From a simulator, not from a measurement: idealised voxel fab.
Herein follows the process module entitled voxel capacitor over wiring.
The figure presents cross-section cut, which has a width of 190 nm and is divided into square cells with an edge length of 5 nm.
How to read a cross-section here: the picture is a grid of square cells, written as bands going from the top down, and any band can span one or more rows of cells. Heads up on the band format: heights come first, top then bottom, in nm. After that it's the materials left to right, each with its width in nm. A single material flagged "throughout" fills the whole band edge to edge, and "air" means there's empty space there. The reference from which all heights are counted is 0, the level beneath which the as-received wafer is entirely one material; the lowest band, having no lower bound, proceeds downward and is written after the example "0 down". Quick explanation for "30->40": the width changes in equal steps down the rows of cells, from the first number in the band's top row to the second number in its bottom row. For the purposes of this document, the phrase "same as before" attached to a step denotes that no cell within the cross-section was modified by that step. The entry "Fully sealed voids" lists the empty spaces that cover at least 8 cells and have no open path to the top. Each is written as width x height at distance, where the distance is measured from the left edge and all three values are in nm. Anything after a step's settings on that line? It's the simulator's own note about the step. overlay nm: where the mask lay relative to plan, measured to the right, on steps with a mask; negatives go left.

Process steps foreseen in the plan
1 RECEIVE (material Si)
2 CONFORMAL_DEP (material SiO2; thk nm 15)
3 CONFORMAL_DEP (material SiCN; thk nm 5)
4 DIRECTIONAL_DEP (material lowk; thk nm 20)
5 PATTERN (tone open; mask id METAL_1; material resist; width nm 30; pitch nm 95; thk nm 15; overlay nm -15)
6 DIRECTIONAL_ETCH (etch materials lowk; depth nm 20)
7 DIRECTIONAL_ETCH (etch materials SiCN; depth nm 5)
8 STRIP (etch materials resist)
9 CONFORMAL_DEP (material TiN; thk nm 5)
10 FILL_DEP (material Ru; thk nm 5)
11 CMP (height nm 40)
12 EPI (material Ru; thk nm 5)
13 FILL_DEP (material SiCN; thk nm 5)
14 DIRECTIONAL_DEP (material SiO2; thk nm 10)
15 PATTERN (tone open; mask id PLUG_1; material resist; width nm 15; thk nm 15; overlay nm 0)
16 DIRECTIONAL_ETCH (etch materials SiO2; depth nm 10)
17 DIRECTIONAL_ETCH (etch materials SiCN; depth nm 5)
18 STRIP (etch materials resist)
19 EPI (material Ru; thk nm 10)
20 EPI (material Ru; thk nm 5)
21 DIRECTIONAL_DEP (material TiN; thk nm 10)
22 DIRECTIONAL_DEP (material HfO2; thk nm 5)
23 DIRECTIONAL_DEP (material TiN; thk nm 5)
24 PATTERN (tone cover; mask id UPPER_PLATE; material resist; width nm 70; thk nm 15; overlay nm 0)
25 DIRECTIONAL_ETCH (etch materials TiN; depth nm 5)
26 DIRECTIONAL_ETCH (etch materials HfO2; depth nm 5)
27 STRIP (etch materials resist)
28 MASKED_ETCH (tone cover; mask id LOWER_PLATE; width nm 80; etch materials TiN; depth nm 10; overlay nm 0)
29 FILL_DEP (material SiO2; thk nm 15)
30 CMP (height nm 90)
31 DIRECTIONAL_DEP (material aC; thk nm 15)
32 PATTERN (tone open; mask id PLUG_2; material resist; width nm 15; thk nm 35; overlay nm 0)
33 DIRECTIONAL_ETCH (etch materials aC; depth nm 15)
34 STRIP (etch materials resist)
35 DIRECTIONAL_ETCH (etch materials SiO2; depth nm 10)
36 STRIP (etch materials aC)
37 CONFORMAL_DEP (material TiN; thk nm 5)
38 FILL_DEP (material Ru; thk nm 5)
39 CMP (height nm 90)
40 CONFORMAL_DEP (material SiCN; thk nm 5)
Same starting wafers, different overlay nm at step 5. Plan value belongs to the first wafer.

Cross-section of the first of several wafers as received (after step 1)
	0 down | Si throughout
	Fully sealed voids: none

The rows of the table below are wafers. Looking at the end of the module, a row counts, for every material, the cells the wafer has gained, shown as (+), or lost, shown as (-), since it was received; its closed voids come next
overlay nm -15 | +14 HfO2 | +58 Ru | +121 SiCN | +346 SiO2 | +79 TiN | +104 lowk | Fully sealed voids: none
overlay nm -10 | +14 HfO2 | +58 Ru | +121 SiCN | +346 SiO2 | +79 TiN | +104 lowk | Fully sealed voids: none
overlay nm -5 | +14 HfO2 | +58 Ru | +121 SiCN | +346 SiO2 | +79 TiN | +104 lowk | Fully sealed voids: none
overlay nm 0 | +14 HfO2 | +58 Ru | +121 SiCN | +346 SiO2 | +79 TiN | +104 lowk | Fully sealed voids: none
overlay nm 5 | +14 HfO2 | +58 Ru | +121 SiCN | +346 SiO2 | +79 TiN | +104 lowk | Fully sealed voids: none
overlay nm 10 | +14 HfO2 | +58 Ru | +121 SiCN | +346 SiO2 | +79 TiN | +104 lowk | Fully sealed voids: none
overlay nm 15 | +14 HfO2 | +58 Ru | +121 SiCN | +346 SiO2 | +79 TiN | +104 lowk | Fully sealed voids: none
